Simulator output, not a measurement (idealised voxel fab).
Title: Process Module voxel ribs on slabs
Pictured: cross-section cut, 155 nm wide, on a grid of 5 nm square cells.
Cross-section, as written here: a square-cell grid given band by band from the top down, where a band holds one or more rows of cells. Per band: top height and bottom height in nm, followed by the left-to-right materials and their widths in nm; "full width" marks a single material spanning edge to edge, "empty" marks empty space. Beneath 0, the wafer as received is one material, and that level is where height counting begins. The lowest band goes on downward without a bottom; it is written like "0 down". The notation "30->40" denotes a width that varies across the rows of cells in the band, beginning at the first number in the top row, finishing at the second number in the bottom row, and changing by an identical amount from each row to the next. "no alterations made", as given for a step, is the statement that not any cell of the cross-section underwent a change during that step. If an empty space has no open way to the top and is at least 8 cells in size, "Sealed void listing" lists it, written width x height at distance, where distance is measured from the left edge and every value is in nm. The remark found on a step's line after its settings is issued by the simulator itself and pertains to that step. overlay nm: right-of-plan distance of the mask on a masked step; negative values mean left-of-plan. In what follows, pairs of cross-sections are presented, each taken before and after one process step, with the after cross-section shown only down to the lowest band that was altered; the step, together with its settings, is stated below the pair. The pairs may stem from different runs of this module on the same starting wafer; accordingly, a pair should be taken as continuing from the one above it solely where its entry headed "Before-step section" indicates as much.
## Before-step section
> 0 down: Si full width
> Sealed void listing: none
## Resulting Cross-Section
> 20 to 0: SiO2 full width
> Under 0: no change, same as before.
> Sealed void listing: none
Between the two cross-sections above, the process step reads DIRECTIONAL_DEP,material SiO2,thk nm 20
Before-step section: nothing new to draw here, it's the after view of the pair just above.
## Resulting Cross-Section
> 45 to 20: SiN full width
> Under 20: no change, same as before.
> Sealed void listing: none
Between the two cross-sections above, the process step reads DIRECTIONAL_DEP,material SiN,thk nm 25
Before-step section: nothing new to draw here, it's the after view of the pair just above.
## Resulting Cross-Section
> 65 to 45: empty 60 nm / resist 30 nm / empty 65 nm
> Under 45: no change, same as before.
> Sealed void listing: none
Between the two cross-sections above, the process step reads PATTERN,tone cover,mask id RIB,material resist,width nm 30,thk nm 20,overlay nm 0
Before-step section: nothing new to draw here, it's the after view of the pair just above.
## Resulting Cross-Section
> 65 to 45: empty 60 nm / resist 30 nm / empty 65 nm
> 45 to 30: empty 60 nm / SiN 30 nm / empty 65 nm
> Under 30: no change, same as before.
> Sealed void listing: none
Between the two cross-sections above, the process step reads DIRECTIONAL_ETCH,etch materials SiN,depth nm 15
Before-step section: nothing new to draw here, it's the after view of the pair just above.
## Resulting Cross-Section
> 45 to 30: empty 60 nm / SiN 30 nm / empty 65 nm
> Under 30: no change, same as before.
> Sealed void listing: none
Between the two cross-sections above, the process step reads STRIP,etch materials resist
Before-step section: nothing new to draw here, it's the after view of the pair just above.
## Resulting Cross-Section
> 45 to 30: empty 60 nm / SiN 30 nm / empty 65 nm
> 30 to 20: empty 30 nm / SiN 90 nm / empty 35 nm
> Under 20: no change, same as before.
> Sealed void listing: none
Between the two cross-sections above, the process step reads MASKED_ETCH,tone cover,mask id SLAB,width nm 90,etch materials SiN,depth nm 10,overlay nm 0
Before-step section: nothing new to draw here, it's the after view of the pair just above.
## Resulting Cross-Section
> 60 to 45: SiO2 full width
> 45 to 30: SiO2 60 nm / SiN 30 nm / SiO2 65 nm
> 30 to 20: SiO2 30 nm / SiN 90 nm / SiO2 35 nm
> Under 20: no change, same as before.
> Sealed void listing: none
Between the two cross-sections above, the process step reads FILL_DEP,material SiO2,thk nm 15
Before-step section: nothing new to draw here, it's the after view of the pair just above.
## Resulting Cross-Section
> 55 to 45: SiO2 full width
> Under 45: no change, same as before.
> Sealed void listing: none
Between the two cross-sections above, the process step reads CMP,height nm 55
Before-step section: nothing new to draw here, it's the after view of the pair just above.
## Resulting Cross-Section
> 65 to 55: W full width
> Under 55: no change, same as before.
> Sealed void listing: none
Between the two cross-sections above, the process step reads DIRECTIONAL_DEP,material W,thk nm 10
Before-step section: nothing new to draw here, it's the after view of the pair just above.
## Resulting Cross-Section
> 85 to 65: empty 55 nm / resist 40 nm / empty 60 nm
> Under 65: no change, same as before.
> Sealed void listing: none
Between the two cross-sections above, the process step reads PATTERN,tone cover,mask id HEATER,material resist,width nm 40,thk nm 20,overlay nm 0
Before-step section: nothing new to draw here, it's the after view of the pair just above.
## Resulting Cross-Section
> 85 to 65: empty 55 nm / resist 40 nm / empty 60 nm
> 65 to 55: empty 55 nm / W 40 nm / empty 60 nm
> Under 55: no change, same as before.
> Sealed void listing: none
Between the two cross-sections above, the process step reads DIRECTIONAL_ETCH,etch materials W,depth nm 10
Before-step section: nothing new to draw here, it's the after view of the pair just above.
## Resulting Cross-Section
> 65 to 55: empty 55 nm / W 40 nm / empty 60 nm
> Under 55: no change, same as before.
> Sealed void listing: none
Between the two cross-sections above, the process step reads STRIP,etch materials resist
Before-step section: nothing new to draw here, it's the after view of the pair just above.
## Resulting Cross-Section
> 70 to 65: empty 50 nm / SiO2 50 nm / empty 55 nm
> 65 to 60: empty 50 nm / SiO2 5 nm / W 40 nm / SiO2 5 nm / empty 55 nm
> 60 to 55: SiO2 55 nm / W 40 nm / SiO2 60 nm
> Under 55: no change, same as before.
> Sealed void listing: none
Between the two cross-sections above, the process step reads CONFORMAL_DEP,material SiO2,thk nm 5
## Before-step section
> 20 to 0: SiO2 full width
> 0 down: Si full width
> Sealed void listing: none
## Resulting Cross-Section
> 40 to 0: SiO2 full width
> Under 0: no change, same as before.
> Sealed void listing: none
Between the two cross-sections above, the process step reads DIRECTIONAL_DEP,material SiO2,thk nm 20
Before-step section: nothing new to draw here, it's the after view of the pair just above.
## Resulting Cross-Section
> 65 to 40: SiN full width
> Under 40: no change, same as before.
> Sealed void listing: none
Between the two cross-sections above, the process step reads DIRECTIONAL_DEP,material SiN,thk nm 25
Before-step section: nothing new to draw here, it's the after view of the pair just above.
## Resulting Cross-Section
> 85 to 65: empty 60 nm / resist 30 nm / empty 65 nm
> Under 65: no change, same as before.
> Sealed void listing: none
Between the two cross-sections above, the process step reads PATTERN,tone cover,mask id RIB,material resist,width nm 30,thk nm 20,overlay nm 0
Before-step section: nothing new to draw here, it's the after view of the pair just above.
## Resulting Cross-Section
> 85 to 65: empty 60 nm / resist 30 nm / empty 65 nm
> 65 to 50: empty 60 nm / SiN 30 nm / empty 65 nm
> Under 50: no change, same as before.
> Sealed void listing: none
Between the two cross-sections above, the process step reads DIRECTIONAL_ETCH,etch materials SiN,depth nm 15
Before-step section: nothing new to draw here, it's the after view of the pair just above.
## Resulting Cross-Section
> 65 to 50: empty 60 nm / SiN 30 nm / empty 65 nm
> Under 50: no change, same as before.
> Sealed void listing: none
Between the two cross-sections above, the process step reads STRIP,etch materials resist
Before-step section: nothing new to draw here, it's the after view of the pair just above.
## Resulting Cross-Section
> 65 to 50: empty 60 nm / SiN 30 nm / empty 65 nm
> 50 to 40: empty 30 nm / SiN 90 nm / empty 35 nm
> Under 40: no change, same as before.
> Sealed void listing: none
Between the two cross-sections above, the process step reads MASKED_ETCH,tone cover,mask id SLAB,width nm 90,etch materials SiN,depth nm 10,overlay nm 0
Before-step section: nothing new to draw here, it's the after view of the pair just above.
## Resulting Cross-Section
> 80 to 65: SiO2 full width
> 65 to 50: SiO2 60 nm / SiN 30 nm / SiO2 65 nm
> 50 to 40: SiO2 30 nm / SiN 90 nm / SiO2 35 nm
> Under 40: no change, same as before.
> Sealed void listing: none
Between the two cross-sections above, the process step reads FILL_DEP,material SiO2,thk nm 15
Before-step section: nothing new to draw here, it's the after view of the pair just above.
## Resulting Cross-Section
> 55 to 50: SiO2 60 nm / SiN 30 nm / SiO2 65 nm
> Under 50: no change, same as before.
> Sealed void listing: none
Between the two cross-sections above, the process step reads CMP,height nm 55
Before-step section: nothing new to draw here, it's the after view of the pair just above.
## Resulting Cross-Section
> 65 to 55: W full width
> Under 55: no change, same as before.
> Sealed void listing: none
Between the two cross-sections above, the process step reads DIRECTIONAL_DEP,material W,thk nm 10
Before-step section: nothing new to draw here, it's the after view of the pair just above.
## Resulting Cross-Section
> 85 to 65: empty 55 nm / resist 40 nm / empty 60 nm
> Under 65: no change, same as before.
> Sealed void listing: none
Between the two cross-sections above, the process step reads PATTERN,tone cover,mask id HEATER,material resist,width nm 40,thk nm 20,overlay nm 0
Before-step section: nothing new to draw here, it's the after view of the pair just above.
## Resulting Cross-Section
> 85 to 65: empty 55 nm / resist 40 nm / empty 60 nm
> 65 to 55: empty 55 nm / W 40 nm / empty 60 nm
> Under 55: no change, same as before.
> Sealed void listing: none
Between the two cross-sections above, the process step reads DIRECTIONAL_ETCH,etch materials W,depth nm 10
Before-step section: nothing new to draw here, it's the after view of the pair just above.
## Resulting Cross-Section
> 65 to 55: empty 55 nm / W 40 nm / empty 60 nm
> Under 55: no change, same as before.
> Sealed void listing: none
Between the two cross-sections above, the process step reads STRIP,etch materials resist
Before-step section: nothing new to draw here, it's the after view of the pair just above.
## Resulting Cross-Section
> 70 to 65: empty 50 nm / SiO2 50 nm / empty 55 nm
> 65 to 60: empty 50 nm / SiO2 5 nm / W 40 nm / SiO2 5 nm / empty 55 nm
> 60 to 55: SiO2 55 nm / W 40 nm / SiO2 60 nm
> Under 55: no change, same as before.
> Sealed void listing: none
Between the two cross-sections above, the process step reads CONFORMAL_DEP,material SiO2,thk nm 5
## Before-step section
> 0 down: Si full width
> Sealed void listing: none
## Resulting Cross-Section
> 25 to 0: SiN full width
> Under 0: no change, same as before.
> Sealed void listing: none
Between the two cross-sections above, the process step reads DIRECTIONAL_DEP,material SiN,thk nm 25
Before-step section: nothing new to draw here, it's the after view of the pair just above.
## Resulting Cross-Section
> 45 to 25: SiO2 full width
> Under 25: no change, same as before.
> Sealed void listing: none
Between the two cross-sections above, the process step reads DIRECTIONAL_DEP,material SiO2,thk nm 20
Before-step section: nothing new to draw here, it's the after view of the pair just above.
## Resulting Cross-Section
> 65 to 45: empty 60 nm / resist 30 nm / empty 65 nm
> Under 45: no change, same as before.
> Sealed void listing: none
Between the two cross-sections above, the process step reads PATTERN,tone cover,mask id RIB,material resist,width nm 30,thk nm 20,overlay nm 0
Before-step section: nothing new to draw here, it's the after view of the pair just above.
## Resulting Cross-Section
> 45 to 25: SiO2 full width
> Under 25: no change, same as before.
> Sealed void listing: none
Between the two cross-sections above, the process step reads STRIP,etch materials resist
Before-step section: nothing new to draw here, it's the after view of the pair just above.
## Resulting Cross-Section
> 60 to 25: SiO2 full width
> Under 25: no change, same as before.
> Sealed void listing: none
Between the two cross-sections above, the process step reads FILL_DEP,material SiO2,thk nm 15
Before-step section: nothing new to draw here, it's the after view of the pair just above.
## Resulting Cross-Section
> 55 to 25: SiO2 full width
> Under 25: no change, same as before.
> Sealed void listing: none
Between the two cross-sections above, the process step reads CMP,height nm 55
Before-step section: nothing new to draw here, it's the after view of the pair just above.
## Resulting Cross-Section
> 65 to 55: W full width
> Under 55: no change, same as before.
> Sealed void listing: none
Between the two cross-sections above, the process step reads DIRECTIONAL_DEP,material W,thk nm 10
Before-step section: nothing new to draw here, it's the after view of the pair just above.
## Resulting Cross-Section
> 85 to 65: empty 55 nm / resist 40 nm / empty 60 nm
> Under 65: no change, same as before.
> Sealed void listing: none
Between the two cross-sections above, the process step reads PATTERN,tone cover,mask id HEATER,material resist,width nm 40,thk nm 20,overlay nm 0
Before-step section: nothing new to draw here, it's the after view of the pair just above.
## Resulting Cross-Section
> 85 to 65: empty 55 nm / resist 40 nm / empty 60 nm
> 65 to 55: empty 55 nm / W 40 nm / empty 60 nm
> Under 55: no change, same as before.
> Sealed void listing: none
Between the two cross-sections above, the process step reads DIRECTIONAL_ETCH,etch materials W,depth nm 10
Before-step section: nothing new to draw here, it's the after view of the pair just above.
## Resulting Cross-Section
> 65 to 55: empty 55 nm / W 40 nm / empty 60 nm
> Under 55: no change, same as before.
> Sealed void listing: none
Between the two cross-sections above, the process step reads STRIP,etch materials resist
Before-step section: nothing new to draw here, it's the after view of the pair just above.
## Resulting Cross-Section
> 70 to 65: empty 50 nm / SiO2 50 nm / empty 55 nm
> 65 to 60: empty 50 nm / SiO2 5 nm / W 40 nm / SiO2 5 nm / empty 55 nm
> 60 to 55: SiO2 55 nm / W 40 nm / SiO2 60 nm
> Under 55: no change, same as before.
> Sealed void listing: none
Between the two cross-sections above, the process step reads CONFORMAL_DEP,material SiO2,thk nm 5
## Before-step section
> 55 to 45: SiO2 full width
> 45 to 30: SiO2 60 nm / SiN 30 nm / SiO2 65 nm
> 30 to 20: SiO2 30 nm / SiN 90 nm / SiO2 35 nm
> 20 to 0: SiO2 full width
> 0 down: Si full width
> Sealed void listing: none
## Resulting Cross-Section
> 60 to 55: W full width
> Under 55: no change, same as before.
> Sealed void listing: none
Between the two cross-sections above, the process step reads DIRECTIONAL_DEP,material W,thk nm 5
Before-step section: nothing new to draw here, it's the after view of the pair just above.
## Resulting Cross-Section
> 80 to 60: empty 55 nm / resist 40 nm / empty 60 nm
> Under 60: no change, same as before.
> Sealed void listing: none
Between the two cross-sections above, the process step reads PATTERN,tone cover,mask id HEATER,material resist,width nm 40,thk nm 20,overlay nm 0
Before-step section: nothing new to draw here, it's the after view of the pair just above.
## Resulting Cross-Section
> 80 to 60: empty 55 nm / resist 40 nm / empty 60 nm
> 60 to 55: empty 55 nm / W 40 nm / empty 60 nm
> Under 55: no change, same as before.
> Sealed void listing: none
Between the two cross-sections above, the process step reads DIRECTIONAL_ETCH,etch materials W,depth nm 10
Before-step section: nothing new to draw here, it's the after view of the pair just above.
## Resulting Cross-Section
> 60 to 55: empty 55 nm / W 40 nm / empty 60 nm
> Under 55: no change, same as before.
> Sealed void listing: none
Between the two cross-sections above, the process step reads STRIP,etch materials resist
Before-step section: nothing new to draw here, it's the after view of the pair just above.
## Resulting Cross-Section
> 65 to 60: empty 50 nm / SiO2 50 nm / empty 55 nm
> 60 to 55: SiO2 55 nm / W 40 nm / SiO2 60 nm
> Under 55: no change, same as before.
> Sealed void listing: none
Between the two cross-sections above, the process step reads CONFORMAL_DEP,material SiO2,thk nm 5
## Before-step section
> 65 to 55: W full width
> 55 to 45: SiO2 full width
> 45 to 30: SiO2 60 nm / SiN 30 nm / SiO2 65 nm
> 30 to 20: SiO2 30 nm / SiN 90 nm / SiO2 35 nm
> 20 to 0: SiO2 full width
> 0 down: Si full width
> Sealed void listing: none
## Resulting Cross-Section
> 85 to 65: empty 60 nm / resist 30 nm / empty 65 nm
> Under 65: no change, same as before.
> Sealed void listing: none
Between the two cross-sections above, the process step reads PATTERN,tone cover,mask id HEATER,material resist,width nm 30,thk nm 20,overlay nm 0
Before-step section: nothing new to draw here, it's the after view of the pair just above.
## Resulting Cross-Section
> 85 to 65: empty 60 nm / resist 30 nm / empty 65 nm
> 65 to 55: empty 60 nm / W 30 nm / empty 65 nm
> Under 55: no change, same as before.
> Sealed void listing: none
Between the two cross-sections above, the process step reads DIRECTIONAL_ETCH,etch materials W,depth nm 10
Before-step section: nothing new to draw here, it's the after view of the pair just above.
## Resulting Cross-Section
> 65 to 55: empty 60 nm / W 30 nm / empty 65 nm
> Under 55: no change, same as before.
> Sealed void listing: none
Between the two cross-sections above, the process step reads STRIP,etch materials resist
Before-step section: nothing new to draw here, it's the after view of the pair just above.
## Resulting Cross-Section
> 70 to 65: empty 55 nm / SiO2 40 nm / empty 60 nm
> 65 to 60: empty 55 nm / SiO2 5 nm / W 30 nm / SiO2 5 nm / empty 60 nm
> 60 to 55: SiO2 60 nm / W 30 nm / SiO2 65 nm
> Under 55: no change, same as before.
> Sealed void listing: none
Between the two cross-sections above, the process step reads CONFORMAL_DEP,material SiO2,thk nm 5
## Before-step section
> 45 to 20: SiN full width
> 20 to 0: SiO2 full width
> 0 down: Si full width
> Sealed void listing: none
## Resulting Cross-Section
> 65 to 45: empty 70 nm / resist 30 nm / empty 55 nm
> Under 45: no change, same as before.
> Sealed void listing: none
Between the two cross-sections above, the process step reads PATTERN,tone cover,mask id RIB,material resist,width nm 30,thk nm 20,overlay nm 10
Before-step section: nothing new to draw here, it's the after view of the pair just above.
## Resulting Cross-Section
> 65 to 45: empty 70 nm / resist 30 nm / empty 55 nm
> 45 to 30: empty 70 nm / SiN 30 nm / empty 55 nm
> Under 30: no change, same as before.
> Sealed void listing: none
Between the two cross-sections above, the process step reads DIRECTIONAL_ETCH,etch materials SiN,depth nm 15
Before-step section: nothing new to draw here, it's the after view of the pair just above.
## Resulting Cross-Section
> 45 to 30: empty 70 nm / SiN 30 nm / empty 55 nm
> Under 30: no change, same as before.
> Sealed void listing: none
Between the two cross-sections above, the process step reads STRIP,etch materials resist
Before-step section: nothing new to draw here, it's the after view of the pair just above.
## Resulting Cross-Section
> 45 to 30: empty 70 nm / SiN 30 nm / empty 55 nm
> 30 to 20: empty 30 nm / SiN 90 nm / empty 35 nm
> Under 20: no change, same as before.
> Sealed void listing: none
Between the two cross-sections above, the process step reads MASKED_ETCH,tone cover,mask id SLAB,width nm 90,etch materials SiN,depth nm 10,overlay nm 0
Before-step section: nothing new to draw here, it's the after view of the pair just above.
## Resulting Cross-Section
> 60 to 45: SiO2 full width
> 45 to 30: SiO2 70 nm / SiN 30 nm / SiO2 55 nm
> 30 to 20: SiO2 30 nm / SiN 90 nm / SiO2 35 nm
> Under 20: no change, same as before.
> Sealed void listing: none
Between the two cross-sections above, the process step reads FILL_DEP,material SiO2,thk nm 15
Before-step section: nothing new to draw here, it's the after view of the pair just above.
## Resulting Cross-Section
> 55 to 45: SiO2 full width
> Under 45: no change, same as before.
> Sealed void listing: none
Between the two cross-sections above, the process step reads CMP,height nm 55
Before-step section: nothing new to draw here, it's the after view of the pair just above.
## Resulting Cross-Section
> 65 to 55: W full width
> Under 55: no change, same as before.
> Sealed void listing: none
Between the two cross-sections above, the process step reads DIRECTIONAL_DEP,material W,thk nm 10
Before-step section: nothing new to draw here, it's the after view of the pair just above.
## Resulting Cross-Section
> 85 to 65: empty 55 nm / resist 40 nm / empty 60 nm
> Under 65: no change, same as before.
> Sealed void listing: none
Between the two cross-sections above, the process step reads PATTERN,tone cover,mask id HEATER,material resist,width nm 40,thk nm 20,overlay nm 0
Before-step section: nothing new to draw here, it's the after view of the pair just above.
## Resulting Cross-Section
> 85 to 65: empty 55 nm / resist 40 nm / empty 60 nm
> 65 to 55: empty 55 nm / W 40 nm / empty 60 nm
> Under 55: no change, same as before.
> Sealed void listing: none
Between the two cross-sections above, the process step reads DIRECTIONAL_ETCH,etch materials W,depth nm 10
Before-step section: nothing new to draw here, it's the after view of the pair just above.
## Resulting Cross-Section
> 65 to 55: empty 55 nm / W 40 nm / empty 60 nm
> Under 55: no change, same as before.
> Sealed void listing: none
Between the two cross-sections above, the process step reads STRIP,etch materials resist
Before-step section: nothing new to draw here, it's the after view of the pair just above.
## Resulting Cross-Section
> 70 to 65: empty 50 nm / SiO2 50 nm / empty 55 nm
> 65 to 60: empty 50 nm / SiO2 5 nm / W 40 nm / SiO2 5 nm / empty 55 nm
> 60 to 55: SiO2 55 nm / W 40 nm / SiO2 60 nm
> Under 55: no change, same as before.
> Sealed void listing: none
Between the two cross-sections above, the process step reads CONFORMAL_DEP,material SiO2,thk nm 5
## Before-step section
> 55 to 45: SiO2 full width
> 45 to 30: SiO2 60 nm / SiN 30 nm / SiO2 65 nm
> 30 to 20: SiO2 30 nm / SiN 90 nm / SiO2 35 nm
> 20 to 0: SiO2 full width
> 0 down: Si full width
> Sealed void listing: none
## Resulting Cross-Section
> 65 to 45: SiO2 full width
> Under 45: no change, same as before.
> Sealed void listing: none
Between the two cross-sections above, the process step reads DIRECTIONAL_DEP,material SiO2,thk nm 10
Before-step section: nothing new to draw here, it's the after view of the pair just above.
## Resulting Cross-Section
> 85 to 65: empty 55 nm / resist 40 nm / empty 60 nm
> Under 65: no change, same as before.
> Sealed void listing: none
Between the two cross-sections above, the process step reads PATTERN,tone cover,mask id HEATER,material resist,width nm 40,thk nm 20,overlay nm 0
Before-step section: nothing new to draw here, it's the after view of the pair just above.
## Resulting Cross-Section
> 65 to 45: SiO2 full width
> Under 45: no change, same as before.
> Sealed void listing: none
Between the two cross-sections above, the process step reads STRIP,etch materials resist
Before-step section: nothing new to draw here, it's the after view of the pair just above.
## Resulting Cross-Section
> 70 to 45: SiO2 full width
> Under 45: no change, same as before.
> Sealed void listing: none
Between the two cross-sections above, the process step reads CONFORMAL_DEP,material SiO2,thk nm 5
## Before-step section
> 45 to 20: SiN full width
> 20 to 0: SiO2 full width
> 0 down: Si full width
> Sealed void listing: none
## Resulting Cross-Section
> 65 to 45: resist 60 nm / empty 30 nm / resist 65 nm
> Under 45: no change, same as before.
> Sealed void listing: none
Between the two cross-sections above, the process step reads PATTERN,tone open,mask id RIB,material resist,width nm 30,thk nm 20,overlay nm 0
Before-step section: nothing new to draw here, it's the after view of the pair just above.
## Resulting Cross-Section
> 65 to 45: resist 60 nm / empty 30 nm / resist 65 nm
> 45 to 30: SiN 60 nm / empty 30 nm / SiN 65 nm
> Under 30: no change, same as before.
> Sealed void listing: none
Between the two cross-sections above, the process step reads DIRECTIONAL_ETCH,etch materials SiN,depth nm 15
Before-step section: nothing new to draw here, it's the after view of the pair just above.
## Resulting Cross-Section
> 45 to 30: SiN 60 nm / empty 30 nm / SiN 65 nm
> Under 30: no change, same as before.
> Sealed void listing: none
Between the two cross-sections above, the process step reads STRIP,etch materials resist
Before-step section: nothing new to draw here, it's the after view of the pair just above.
## Resulting Cross-Section
> 45 to 35: empty 30 nm / SiN 30 nm / empty 30 nm / SiN 30 nm / empty 35 nm
> Under 35: no change, same as before.
> Sealed void listing: none
Between the two cross-sections above, the process step reads MASKED_ETCH,tone cover,mask id SLAB,width nm 90,etch materials SiN,depth nm 10,overlay nm 0
Before-step section: nothing new to draw here, it's the after view of the pair just above.
## Resulting Cross-Section
> 60 to 45: SiO2 full width
> 45 to 35: SiO2 30 nm / SiN 30 nm / SiO2 30 nm / SiN 30 nm / SiO2 35 nm
> 35 to 30: SiN 60 nm / SiO2 30 nm / SiN 65 nm
> Under 30: no change, same as before.
> Sealed void listing: none
Between the two cross-sections above, the process step reads FILL_DEP,material SiO2,thk nm 15
Before-step section: nothing new to draw here, it's the after view of the pair just above.
## Resulting Cross-Section
> 55 to 45: SiO2 full width
> Under 45: no change, same as before.
> Sealed void listing: none
Between the two cross-sections above, the process step reads CMP,height nm 55
Before-step section: nothing new to draw here, it's the after view of the pair just above.
## Resulting Cross-Section
> 65 to 55: W full width
> Under 55: no change, same as before.
> Sealed void listing: none
Between the two cross-sections above, the process step reads DIRECTIONAL_DEP,material W,thk nm 10
Before-step section: nothing new to draw here, it's the after view of the pair just above.
## Resulting Cross-Section
> 85 to 65: empty 55 nm / resist 40 nm / empty 60 nm
> Under 65: no change, same as before.
> Sealed void listing: none
Between the two cross-sections above, the process step reads PATTERN,tone cover,mask id HEATER,material resist,width nm 40,thk nm 20,overlay nm 0
Before-step section: nothing new to draw here, it's the after view of the pair just above.
## Resulting Cross-Section
> 85 to 65: empty 55 nm / resist 40 nm / empty 60 nm
> 65 to 55: empty 55 nm / W 40 nm / empty 60 nm
> Under 55: no change, same as before.
> Sealed void listing: none
Between the two cross-sections above, the process step reads DIRECTIONAL_ETCH,etch materials W,depth nm 10
Before-step section: nothing new to draw here, it's the after view of the pair just above.
## Resulting Cross-Section
> 65 to 55: empty 55 nm / W 40 nm / empty 60 nm
> Under 55: no change, same as before.
> Sealed void listing: none
Between the two cross-sections above, the process step reads STRIP,etch materials resist
Before-step section: nothing new to draw here, it's the after view of the pair just above.
## Resulting Cross-Section
> 70 to 65: empty 50 nm / SiO2 50 nm / empty 55 nm
> 65 to 60: empty 50 nm / SiO2 5 nm / W 40 nm / SiO2 5 nm / empty 55 nm
> 60 to 55: SiO2 55 nm / W 40 nm / SiO2 60 nm
> Under 55: no change, same as before.
> Sealed void listing: none
Between the two cross-sections above, the process step reads CONFORMAL_DEP,material SiO2,thk nm 5
